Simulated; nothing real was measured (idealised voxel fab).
The following process module bears the name voxel released beams.
FYI the section here is cut, 180 nm wide, cells are 5 nm squares.
Cross-section layout: square cells on a grid; listed as bands, top to bottom; a band spans one or more cell rows. What a band's entry tells you: where the top is and where the bottom is, as heights in nm, and after that what lies inside, material by material from left to right, each with its width in nm. Empty space is written as the word "empty", and a single material marked with the word "all across" occupies the band from edge to edge. Height datum 0, below which the as-received substrate wafer is one material. Lowest band open at the bottom, running downward: "top 0, no bottom". With a width like "30->40", each row of cells in the band differs from the next by the same amount, the top row carrying the first number and the bottom row the second. The designation "no modifications", where it is given for a processing step, indicates that no cell of the cross-section was altered in the course of that step. Entry "Voids, sealed" = empty spaces >= 8 cells with no open way to the top; each as width x height at distance, distance from left edge, all nm. On each step's line, the part that comes after the settings is the simulator's own comment on the step. Each step line may optionally specify "overlay nm", which for a step with a mask gives the rightward distance between the mask's planned place and where it lay, a negative value indicating the leftward direction.

THIS SECTION LISTS THE PROCESS STEPS THAT WERE PLANNED
1,RECEIVE: material Si
2,CONFORMAL_DEP: material SiN, thk nm 10
3,DIRECTIONAL_DEP: material SiO2, thk nm 15
4,PATTERN: tone open, mask id ANCHOR, material resist, width nm 35, thk nm 20, overlay nm 0
5,DIRECTIONAL_ETCH: etch materials SiO2, depth nm 15
6,STRIP: etch materials resist
7,CONFORMAL_DEP: material polySi, thk nm 10
8,PATTERN: tone cover, mask id BEAM, material resist, width nm 110, thk nm 15, overlay nm 0
9,DIRECTIONAL_ETCH: etch materials polySi, depth nm 10
10,STRIP: etch materials resist
11,STRIP: etch materials SiO2

BELOW: THE FIRST OF TWO WAFERS, RUN AS PLANNED

STEP 1 COMPLETE: CROSS-SECTION OF THE WAFER AS RECEIVED
* top 0, no bottom: Si all across
* Voids, sealed: none

PRESENTED HERE IS A CROSS-SECTION OF THE WAFER AFTER STEP 2 HAS BEEN PERFORMED
* top 10, bottom 0: SiN all across
* Lower than 0, everything is as it was.

PRESENTED HERE IS A CROSS-SECTION OF THE WAFER AFTER STEP 3 HAS BEEN PERFORMED
* top 25, bottom 10: SiO2 all across
* Lower than 10, everything is as it was.

PRESENTED HERE IS A CROSS-SECTION OF THE WAFER AFTER STEP 4 HAS BEEN PERFORMED
* top 45, bottom 25: resist (35), empty (35), resist (110)
* Lower than 25, everything is as it was.

PRESENTED HERE IS A CROSS-SECTION OF THE WAFER AFTER STEP 5 HAS BEEN PERFORMED
* top 45, bottom 25: resist (35), empty (35), resist (110)
* top 25, bottom 10: SiO2 (35), empty (35), SiO2 (110)
* Lower than 10, everything is as it was.

PRESENTED HERE IS A CROSS-SECTION OF THE WAFER AFTER STEP 6 HAS BEEN PERFORMED
* top 25, bottom 10: SiO2 (35), empty (35), SiO2 (110)
* Lower than 10, everything is as it was.

PRESENTED HERE IS A CROSS-SECTION OF THE WAFER AFTER STEP 7 HAS BEEN PERFORMED
* top 35, bottom 25: polySi (45), empty (15), polySi (120)
* top 25, bottom 20: SiO2 (35), polySi (10), empty (15), polySi (10), SiO2 (110)
* top 20, bottom 10: SiO2 (35), polySi (35), SiO2 (110)
* Lower than 10, everything is as it was.

PRESENTED HERE IS A CROSS-SECTION OF THE WAFER AFTER STEP 8 HAS BEEN PERFORMED
* top 50, bottom 35: empty (30), resist (110), empty (40)
* top 35, bottom 25: polySi (45), resist (15), polySi (120)
* top 25, bottom 20: SiO2 (35), polySi (10), resist (15), polySi (10), SiO2 (110)
* Lower than 20, everything is as it was.

PRESENTED HERE IS A CROSS-SECTION OF THE WAFER AFTER STEP 9 HAS BEEN PERFORMED
* top 50, bottom 35: empty (30), resist (110), empty (40)
* top 35, bottom 25: empty (30), polySi (15), resist (15), polySi (80), empty (40)
* Lower than 25, everything is as it was.

PRESENTED HERE IS A CROSS-SECTION OF THE WAFER AFTER STEP 10 HAS BEEN PERFORMED
* top 35, bottom 25: empty (30), polySi (15), empty (15), polySi (80), empty (40)
* top 25, bottom 20: SiO2 (35), polySi (10), empty (15), polySi (10), SiO2 (110)
* Lower than 20, everything is as it was.

PRESENTED HERE IS A CROSS-SECTION OF THE WAFER AFTER STEP 11 HAS BEEN PERFORMED
* top 35, bottom 25: empty (30), polySi (15), empty (15), polySi (80), empty (40)
* top 25, bottom 20: empty (35), polySi (10), empty (15), polySi (10), empty (110)
* top 20, bottom 10: empty (35), polySi (35), empty (110)
* Lower than 10, everything is as it was.

REGARDING THE SECOND OF THE TWO WAFERS: IT SHARED THE FIRST WAFER'S STARTING CONDITION AND PROCESS PLAN, YET ONE ERROR OCCURRED DURING ITS EXECUTION. ITS HISTORY COINCIDES WITH THAT OF THE FIRST WAFER UP TO AND INCLUDING STEP 9

CROSS-SECTION OF THE SECOND WAFER WHEN, ACCORDING TO PLAN, STEP 10 SHOULD HAVE FINISHED
* top 35, bottom 25: empty (30), polySi (15), empty (15), polySi (80), empty (40)
* top 25, bottom 20: SiO2 (35), polySi (10), empty (15), polySi (10), SiO2 (110)
* Lower than 20, everything is as it was.

CROSS-SECTION OF THE SECOND WAFER WHEN, ACCORDING TO PLAN, STEP 11 SHOULD HAVE FINISHED
* top 35, bottom 25: empty (30), polySi (15), empty (15), polySi (80), empty (40)
* top 25, bottom 20: empty (35), polySi (10), empty (15), polySi (10), empty (110)
* top 20, bottom 10: empty (35), polySi (35), empty (110)
* Lower than 10, everything is as it was.
Plan not followed: the plan had its step 10 run twice
at the end the two cross-sections are the same: no effect in what this model computes
